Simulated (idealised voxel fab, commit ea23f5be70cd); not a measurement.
voxel transistor to metal: a process module
Section cut is 165 nm wide and gridded with 5 nm square cells.
Cross-section spec: square-cell grid; bands listed top down; each band is one or more rows.
Band: top height; bottom height; in nm. Then, left to right: material with width in nm, for each material. "edge to edge": a single material spanning edge to edge. "empty": empty space.
Heights from 0 (as-received wafer is one material below). Bottom band endless downward, as "z 0 and below".
A width given as "30..40" starts at the first number in the band's top row and ends at the second number in its bottom row, shifting by an equal amount at every step from row to row.
What does "all unchanged" mean for a step? It means no cell of the cross-section changed in that step.
Reported under the label "Enclosed cavity list" are the empty spaces having no open way to the top and comprising 8 cells or more; the notation for each is width x height at distance, in which the distance is measured from the left edge and all three values are in nm.
Read whatever lies past the settings on a step's line as the simulator's own remark about the step.
On any step carrying a mask, the "overlay nm" setting, if present on the step's line, tells how far right of its planned place the mask lay; negative values point to the left.
# Set out below are the planned steps of the process
1 RECEIVE with material Si
2 CONFORMAL_DEP with material SiO2, thk nm 5
3 CONFORMAL_DEP with material SiN, thk nm 10
4 MASKED_ETCH with tone cover, mask id ACTIVE, width nm 105, etch materials SiN, depth nm 10, overlay nm 0
5 MASKED_ETCH with tone cover, mask id ACTIVE, width nm 105, etch materials SiO2, depth nm 5, overlay nm 0
6 MASKED_ETCH with tone cover, mask id ACTIVE, width nm 105, etch materials Si, depth nm 30, overlay nm 0
7 FILL_DEP with material SiO2, thk nm 5
8 CMP with height nm 15
9 SELECTIVE_ETCH with etch materials SiO2, depth nm 10
10 STRIP with etch materials SiN
11 SELECTIVE_ETCH with etch materials SiO2, depth nm 5
12 OXIDIZE with depth nm 5
13 DIRECTIONAL_DEP with material polySi, thk nm 25
14 DIRECTIONAL_DEP with material SiCN, thk nm 15
15 PATTERN with tone cover, mask id GATE, material resist, width nm 15, thk nm 20, overlay nm 0
16 DIRECTIONAL_ETCH with etch materials SiCN, depth nm 25
17 DIRECTIONAL_ETCH with etch materials polySi, depth nm 35
18 STRIP with etch materials resist
19 CONFORMAL_DEP with material SiO2, thk nm 5
20 DIRECTIONAL_ETCH with etch materials SiO2, depth nm 5
21 CONFORMAL_DEP with material SiN, thk nm 5
22 DIRECTIONAL_ETCH with etch materials SiN, depth nm 5
23 DIRECTIONAL_ETCH with etch materials SiO2, depth nm 5
24 DIRECTIONAL_ETCH with etch materials Si, depth nm 10
25 EPI with material pSi, thk nm 15
26 FILL_DEP with material SiO2, thk nm 5
27 CMP with height nm 40
28 DIRECTIONAL_DEP with material SiO2, thk nm 10
29 DIRECTIONAL_DEP with material aC, thk nm 10
30 PATTERN with tone open, mask id CONTACT, material resist, width nm 30, pitch nm 55, thk nm 25, overlay nm 0
31 DIRECTIONAL_ETCH with etch materials aC, depth nm 10
32 STRIP with etch materials resist
33 DIRECTIONAL_ETCH with etch materials SiO2, depth nm 50
34 STRIP with etch materials aC
35 CONFORMAL_DEP with material TiN, thk nm 5
36 FILL_DEP with material W, thk nm 10
37 CMP with height nm 50
38 DIRECTIONAL_DEP with material TiN, thk nm 5
39 DIRECTIONAL_DEP with material W, thk nm 20
40 MASKED_ETCH with tone cover, mask id METAL_1, width nm 15, pitch nm 70, etch materials W, depth nm 20, overlay nm 0
41 MASKED_ETCH with tone cover, mask id METAL_1, width nm 15, pitch nm 70, etch materials TiN, depth nm 5, overlay nm 0
42 FILL_DEP with material lowk, thk nm 10
43 CMP with height nm 75
44 CONFORMAL_DEP with material SiCN, thk nm 5
45 DIRECTIONAL_DEP with material lowk, thk nm 25
46 MASKED_ETCH with tone open, mask id METAL_2, width nm 15, pitch nm 70, etch materials lowk, depth nm 15, overlay nm 0
47 MASKED_ETCH with tone open, mask id METAL_2_HOLES, width nm 15, pitch nm 70, etch materials lowk, depth nm 10, overlay nm 0
48 MASKED_ETCH with tone open, mask id METAL_2_HOLES, width nm 15, pitch nm 70, etch materials SiCN, depth nm 5, overlay nm 0
49 CONFORMAL_DEP with material TiN, thk nm 5
50 FILL_DEP with material Cu, thk nm 10
51 CMP with height nm 105
52 CONFORMAL_DEP with material SiCN, thk nm 5
# Run as planned: first of two wafers
# Cross-section: wafer on arrival = after step 1
* z 0 and below  Si edge to edge
* Enclosed cavity list: none
# Wafer after step 2 (cross-section)
* z 5 to 0  SiO2 edge to edge
* Everything under 0 stays put, no change at all.
# Wafer after step 3 (cross-section)
* z 15 to 5  SiN edge to edge
* Everything under 5 stays put, no change at all.
# Wafer after step 4 (cross-section)
* z 15 to 5  empty (30), then SiN (105), then empty (30)
* Everything under 5 stays put, no change at all.
# Wafer after step 5 (cross-section)
* z 15 to 5  empty (30), then SiN (105), then empty (30)
* z 5 to 0  empty (30), then SiO2 (105), then empty (30)
* Everything under 0 stays put, no change at all.
# Wafer after step 6 (cross-section)
* z 15 to 5  empty (30), then SiN (105), then empty (30)
* z 5 to 0  empty (30), then SiO2 (105), then empty (30)
* z 0 to -30  empty (30), then Si (105), then empty (30)
* Everything under -30 stays put, no change at all.
# Wafer after step 7 (cross-section)
* z 20 to 15  SiO2 edge to edge
* z 15 to 5  SiO2 (30), then SiN (105), then SiO2 (30)
* z 5 to 0  SiO2 edge to edge
* z 0 to -30  SiO2 (30), then Si (105), then SiO2 (30)
* Everything under -30 stays put, no change at all.
# Wafer after step 8 (cross-section)
* z 15 to 5  SiO2 (30), then SiN (105), then SiO2 (30)
* Everything under 5 stays put, no change at all.
# Wafer after step 9 (cross-section)
* z 15 to 5  empty (30), then SiN (105), then empty (30)
* Everything under 5 stays put, no change at all.
# Wafer after step 10 (cross-section)
* z 5 to 0  SiO2 edge to edge
* Everything under 0 stays put, no change at all.
# Wafer after step 11 (cross-section)
* z 0 to -30  SiO2 (30), then Si (105), then SiO2 (30)
* Everything under -30 stays put, no change at all.
# Wafer after step 12 (cross-section)
* z 0 to -5  SiO2 edge to edge
* Everything under -5 stays put, no change at all.
# Wafer after step 13 (cross-section)
* z 25 to 0  polySi edge to edge
* Everything under 0 stays put, no change at all.
# Wafer after step 14 (cross-section)
* z 40 to 25  SiCN edge to edge
* Everything under 25 stays put, no change at all.
# Wafer after step 15 (cross-section)
* z 60 to 40  empty (75), then resist (15), then empty (75)
* Everything under 40 stays put, no change at all.
# Wafer after step 16 (cross-section)
* z 60 to 40  empty (75), then resist (15), then empty (75)
* z 40 to 25  empty (75), then SiCN (15), then empty (75)
* Everything under 25 stays put, no change at all.
# Wafer after step 17 (cross-section)
* z 60 to 40  empty (75), then resist (15), then empty (75)
* z 40 to 25  empty (75), then SiCN (15), then empty (75)
* z 25 to 0  empty (75), then polySi (15), then empty (75)
* Everything under 0 stays put, no change at all.
# Wafer after step 18 (cross-section)
* z 40 to 25  empty (75), then SiCN (15), then empty (75)
* Everything under 25 stays put, no change at all.
# Wafer after step 19 (cross-section)
* z 45 to 40  empty (70), then SiO2 (25), then empty (70)
* z 40 to 25  empty (70), then SiO2 (5), then SiCN (15), then SiO2 (5), then empty (70)
* z 25 to 5  empty (70), then SiO2 (5), then polySi (15), then SiO2 (5), then empty (70)
* z 5 to 0  SiO2 (75), then polySi (15), then SiO2 (75)
* Everything under 0 stays put, no change at all.
# Wafer after step 20 (cross-section)
* z 40 to 25  empty (70), then SiO2 (5), then SiCN (15), then SiO2 (5), then empty (70)
* z 25 to 0  empty (70), then SiO2 (5), then polySi (15), then SiO2 (5), then empty (70)
* Everything under 0 stays put, no change at all.
# Wafer after step 21 (cross-section)
* z 45 to 40  empty (65), then SiN (35), then empty (65)
* z 40 to 25  empty (65), then SiN (5), then SiO2 (5), then SiCN (15), then SiO2 (5), then SiN (5), then empty (65)
* z 25 to 5  empty (65), then SiN (5), then SiO2 (5), then polySi (15), then SiO2 (5), then SiN (5), then empty (65)
* z 5 to 0  SiN (70), then SiO2 (5), then polySi (15), then SiO2 (5), then SiN (70)
* Everything under 0 stays put, no change at all.
# Wafer after step 22 (cross-section)
* z 40 to 25  empty (65), then SiN (5), then SiO2 (5), then SiCN (15), then SiO2 (5), then SiN (5), then empty (65)
* z 25 to 0  empty (65), then SiN (5), then SiO2 (5), then polySi (15), then SiO2 (5), then SiN (5), then empty (65)
* Everything under 0 stays put, no change at all.
# Wafer after step 23 (cross-section)
* z 40 to 35  empty (65), then SiN (5), then empty (5), then SiCN (15), then empty (5), then SiN (5), then empty (65)
* z 35 to 25  empty (65), then SiN (5), then SiO2 (5), then SiCN (15), then SiO2 (5), then SiN (5), then empty (65)
* z 25 to 0  empty (65), then SiN (5), then SiO2 (5), then polySi (15), then SiO2 (5), then SiN (5), then empty (65)
* z 0 to -5  empty (65), then SiO2 (35), then empty (65)
* Everything under -5 stays put, no change at all.
# Wafer after step 24 (cross-section)
* z 40 to 35  empty (65), then SiN (5), then empty (5), then SiCN (15), then empty (5), then SiN (5), then empty (65)
* z 35 to 25  empty (65), then SiN (5), then SiO2 (5), then SiCN (15), then SiO2 (5), then SiN (5), then empty (65)
* z 25 to 0  empty (65), then SiN (5), then SiO2 (5), then polySi (15), then SiO2 (5), then SiN (5), then empty (65)
* z 0 to -5  empty (65), then SiO2 (35), then empty (65)
* z -5 to -15  SiO2 (30), then empty (35), then Si (35), then empty (35), then SiO2 (30)
* Everything under -15 stays put, no change at all.
# Wafer after step 25 (cross-section)
* z 40 to 35  empty (65), then SiN (5), then empty (5), then SiCN (15), then empty (5), then SiN (5), then empty (65)
* z 35 to 25  empty (65), then SiN (5), then SiO2 (5), then SiCN (15), then SiO2 (5), then SiN (5), then empty (65)
* z 25 to 10  empty (65), then SiN (5), then SiO2 (5), then polySi (15), then SiO2 (5), then SiN (5), then empty (65)
* z 10 to 0  empty (50), then pSi (15), then SiN (5), then SiO2 (5), then polySi (15), then SiO2 (5), then SiN (5), then pSi (15), then empty (50)
* z 0 to -5  empty (25), then pSi (40), then SiO2 (35), then pSi (40), then empty (25)
* z -5 to -15  SiO2 (30), then pSi (35), then Si (35), then pSi (35), then SiO2 (30)
* Everything under -15 stays put, no change at all.
# Wafer after step 26 (cross-section)
* z 45 to 40  SiO2 edge to edge
* z 40 to 25  SiO2 (65), then SiN (5), then SiO2 (5), then SiCN (15), then SiO2 (5), then SiN (5), then SiO2 (65)
* z 25 to 10  SiO2 (65), then SiN (5), then SiO2 (5), then polySi (15), then SiO2 (5), then SiN (5), then SiO2 (65)
* z 10 to 0  SiO2 (50), then pSi (15), then SiN (5), then SiO2 (5), then polySi (15), then SiO2 (5), then SiN (5), then pSi (15), then SiO2 (50)
* z 0 to -5  SiO2 (25), then pSi (40), then SiO2 (35), then pSi (40), then SiO2 (25)
* Everything under -5 stays put, no change at all.
# Wafer after step 27 (cross-section)
* z 40 to 25  SiO2 (65), then SiN (5), then SiO2 (5), then SiCN (15), then SiO2 (5), then SiN (5), then SiO2 (65)
* Everything under 25 stays put, no change at all.
# Wafer after step 28 (cross-section)
* z 50 to 40  SiO2 edge to edge
* Everything under 40 stays put, no change at all.
# Wafer after step 29 (cross-section)
* z 60 to 50  aC edge to edge
* Everything under 50 stays put, no change at all.
# Wafer after step 30 (cross-section)
* z 85 to 60  resist (40), then empty (30), then resist (25), then empty (30), then resist (40)
* Everything under 60 stays put, no change at all.
# Wafer after step 31 (cross-section)
* z 75 to 60  resist (40), then empty (30), then resist (25), then empty (30), then resist (40)
* z 60 to 50  aC (40), then empty (30), then aC (25), then empty (30), then aC (40)
* Everything under 50 stays put, no change at all.
# Wafer after step 32 (cross-section)
* z 60 to 50  aC (40), then empty (30), then aC (25), then empty (30), then aC (40)
* Everything under 50 stays put, no change at all.
# Wafer after step 33 (cross-section)
* z 60 to 50  aC (40), then empty (30), then aC (25), then empty (30), then aC (40)
* z 50 to 40  SiO2 (40), then empty (30), then SiO2 (25), then empty (30), then SiO2 (40)
* z 40 to 25  SiO2 (40), then empty (25), then SiN (5), then SiO2 (5), then SiCN (15), then SiO2 (5), then SiN (5), then empty (25), then SiO2 (40)
* z 25 to 10  SiO2 (40), then empty (25), then SiN (5), then SiO2 (5), then polySi (15), then SiO2 (5), then SiN (5), then empty (25), then SiO2 (40)
* z 10 to 0  SiO2 (40), then empty (10), then pSi (15), then SiN (5), then SiO2 (5), then polySi (15), then SiO2 (5), then SiN (5), then pSi (15), then empty (10), then SiO2 (40)
* Everything under 0 stays put, no change at all.
# Wafer after step 34 (cross-section)
* z 50 to 40  SiO2 (40), then empty (30), then SiO2 (25), then empty (30), then SiO2 (40)
* Everything under 40 stays put, no change at all.
# Wafer after step 35 (cross-section)
* z 55 to 50  TiN (45), then empty (20), then TiN (35), then empty (20), then TiN (45)
* z 50 to 40  SiO2 (40), then TiN (5), then empty (20..15), then TiN (5..10), then SiO2 (25), then TiN (5..10), then empty (20..15), then TiN (5), then SiO2 (40)
* z 40 to 25  SiO2 (40), then TiN (5), then empty (15), then TiN (5), then SiN (5), then SiO2 (5), then SiCN (15), then SiO2 (5), then SiN (5), then TiN (5), then empty (15), then TiN (5), then SiO2 (40)
* z 25 to 15  SiO2 (40), then TiN (5), then empty (15), then TiN (5), then SiN (5), then SiO2 (5), then polySi (15), then SiO2 (5), then SiN (5), then TiN (5), then empty (15), then TiN (5), then SiO2 (40)
* z 15 to 10  SiO2 (40), then TiN (25), then SiN (5), then SiO2 (5), then polySi (15), then SiO2 (5), then SiN (5), then TiN (25), then SiO2 (40)
* z 10 to 0  SiO2 (40), then TiN (10), then pSi (15), then SiN (5), then SiO2 (5), then polySi (15), then SiO2 (5), then SiN (5), then pSi (15), then TiN (10), then SiO2 (40)
* Everything under 0 stays put, no change at all.
# Wafer after step 36 (cross-section)
* z 65 to 55  W edge to edge
* z 55 to 50  TiN (45), then W (20), then TiN (35), then W (20), then TiN (45)
* z 50 to 40  SiO2 (40), then TiN (5), then W (20..15), then TiN (5..10), then SiO2 (25), then TiN (5..10), then W (20..15), then TiN (5), then SiO2 (40)
* z 40 to 25  SiO2 (40), then TiN (5), then W (15), then TiN (5), then SiN (5), then SiO2 (5), then SiCN (15), then SiO2 (5), then SiN (5), then TiN (5), then W (15), then TiN (5), then SiO2 (40)
* z 25 to 15  SiO2 (40), then TiN (5), then W (15), then TiN (5), then SiN (5), then SiO2 (5), then polySi (15), then SiO2 (5), then SiN (5), then TiN (5), then W (15), then TiN (5), then SiO2 (40)
* Everything under 15 stays put, no change at all.
# Wafer after step 37 (cross-section)
* z 50 to 40  SiO2 (40), then TiN (5), then W (20..15), then TiN (5..10), then SiO2 (25), then TiN (5..10), then W (20..15), then TiN (5), then SiO2 (40)
* Everything under 40 stays put, no change at all.
# Wafer after step 38 (cross-section)
* z 55 to 50  TiN edge to edge
* Everything under 50 stays put, no change at all.
# Wafer after step 39 (cross-section)
* z 75 to 55  W edge to edge
* Everything under 55 stays put, no change at all.
# Wafer after step 40 (cross-section)
* z 75 to 55  empty (40), then W (15), then empty (55), then W (15), then empty (40)
* Everything under 55 stays put, no change at all.
# Wafer after step 41 (cross-section)
* z 75 to 55  empty (40), then W (15), then empty (55), then W (15), then empty (40)
* z 55 to 50  empty (40), then TiN (15), then empty (55), then TiN (15), then empty (40)
* Everything under 50 stays put, no change at all.
# Wafer after step 42 (cross-section)
* z 85 to 75  lowk edge to edge
* z 75 to 55  lowk (40), then W (15), then lowk (55), then W (15), then lowk (40)
* z 55 to 50  lowk (40), then TiN (15), then lowk (55), then TiN (15), then lowk (40)
* Everything under 50 stays put, no change at all.
# Wafer after step 43 (cross-section)
* z 75 to 55  lowk (40), then W (15), then lowk (55), then W (15), then lowk (40)
* Everything under 55 stays put, no change at all.
# Wafer after step 44 (cross-section)
* z 80 to 75  SiCN edge to edge
* Everything under 75 stays put, no change at all.
# Wafer after step 45 (cross-section)
* z 105 to 80  lowk edge to edge
* Everything under 80 stays put, no change at all.
# Wafer after step 46 (cross-section)
* z 105 to 90  lowk (40), then empty (15), then lowk (55), then empty (15), then lowk (40)
* Everything under 90 stays put, no change at all.
# Wafer after step 47 (cross-section)
* z 105 to 80  lowk (40), then empty (15), then lowk (55), then empty (15), then lowk (40)
* Everything under 80 stays put, no change at all.
# Wafer after step 48 (cross-section)
* z 105 to 80  lowk (40), then empty (15), then lowk (55), then empty (15), then lowk (40)
* z 80 to 75  SiCN (40), then empty (15), then SiCN (55), then empty (15), then SiCN (40)
* Everything under 75 stays put, no change at all.
# Wafer after step 49 (cross-section)
* z 110 to 105  TiN (45), then empty (5), then TiN (65), then empty (5), then TiN (45)
* z 105 to 80  lowk (40), then TiN (5), then empty (5), then TiN (5), then lowk (55), then TiN (5), then empty (5), then TiN (5), then lowk (40)
* z 80 to 75  SiCN (40), then TiN (15), then SiCN (55), then TiN (15), then SiCN (40)
* Everything under 75 stays put, no change at all.
# Wafer after step 50 (cross-section)
* z 120 to 110  Cu edge to edge
* z 110 to 105  TiN (45), then Cu (5), then TiN (65), then Cu (5), then TiN (45)
* z 105 to 80  lowk (40), then TiN (5), then Cu (5), then TiN (5), then lowk (55), then TiN (5), then Cu (5), then TiN (5), then lowk (40)
* Everything under 80 stays put, no change at all.
# Wafer after step 51 (cross-section)
* z 105 to 80  lowk (40), then TiN (5), then Cu (5), then TiN (5), then lowk (55), then TiN (5), then Cu (5), then TiN (5), then lowk (40)
* Everything under 80 stays put, no change at all.
# Wafer after step 52 (cross-section)
* z 110 to 105  SiCN edge to edge
* Everything under 105 stays put, no change at all.
# Companion wafer, the second of two: same beginning, same intended sequence, one mistake in carrying it out; through step 46 inclusive it tracks the first exactly
# when step 47 should have ended
* z 105 to 95  lowk (40), then empty (25), then lowk (45), then empty (25), then lowk (30)
* z 95 to 90  lowk (40), then empty (15), then lowk (55), then empty (15), then lowk (40)
* z 90 to 80  lowk (50), then empty (5), then lowk (65), then empty (5), then lowk (40)
* Everything under 80 stays put, no change at all.
# when step 48 should have ended
* z 105 to 95  lowk (40), then empty (25), then lowk (45), then empty (25), then lowk (30)
* z 95 to 90  lowk (40), then empty (15), then lowk (55), then empty (15), then lowk (40)
* z 90 to 80  lowk (50), then empty (5), then lowk (65), then empty (5), then lowk (40)
* z 80 to 75  SiCN (50), then empty (5), then SiCN (65), then empty (5), then SiCN (40)
* Everything under 75 stays put, no change at all.
# when step 49 should have ended
* z 110 to 105  TiN (45), then empty (15), then TiN (55), then empty (15), then TiN (35)
* z 105 to 95  lowk (40), then TiN (5), then empty (15..5), then TiN (5..15), then lowk (45), then TiN (5), then empty (15..5), then TiN (5..15), then lowk (30)
* z 95 to 90  lowk (40), then TiN (15), then lowk (55), then TiN (15), then lowk (40)
* z 90 to 80  lowk (50), then TiN (5), then lowk (65), then TiN (5), then lowk (40)
* z 80 to 75  SiCN (50), then TiN (5), then SiCN (65), then TiN (5), then SiCN (40)
* Everything under 75 stays put, no change at all.
# when step 50 should have ended
* z 120 to 110  Cu edge to edge
* z 110 to 105  TiN (45), then Cu (15), then TiN (55), then Cu (15), then TiN (35)
* z 105 to 95  lowk (40), then TiN (5), then Cu (15..5), then TiN (5..15), then lowk (45), then TiN (5), then Cu (15..5), then TiN (5..15), then lowk (30)
* Everything under 95 stays put, no change at all.
# when step 51 should have ended
* z 105 to 95  lowk (40), then TiN (5), then Cu (15..5), then TiN (5..15), then lowk (45), then TiN (5), then Cu (15..5), then TiN (5..15), then lowk (30)
* Everything under 95 stays put, no change at all.
# when step 52 should have ended
* z 110 to 105  SiCN edge to edge
* Everything under 105 stays put, no change at all.
Misprocessing identified: step 47 did not use the planned setting and instead ran as MASKED_ETCH with tone open, mask id METAL_2_HOLES, width nm 15, pitch nm 70, etch materials lowk, depth nm 10, overlay nm 10
Cell-count delta at end, second wafer over first, by material: Cu -2, SiCN +4, TiN -2
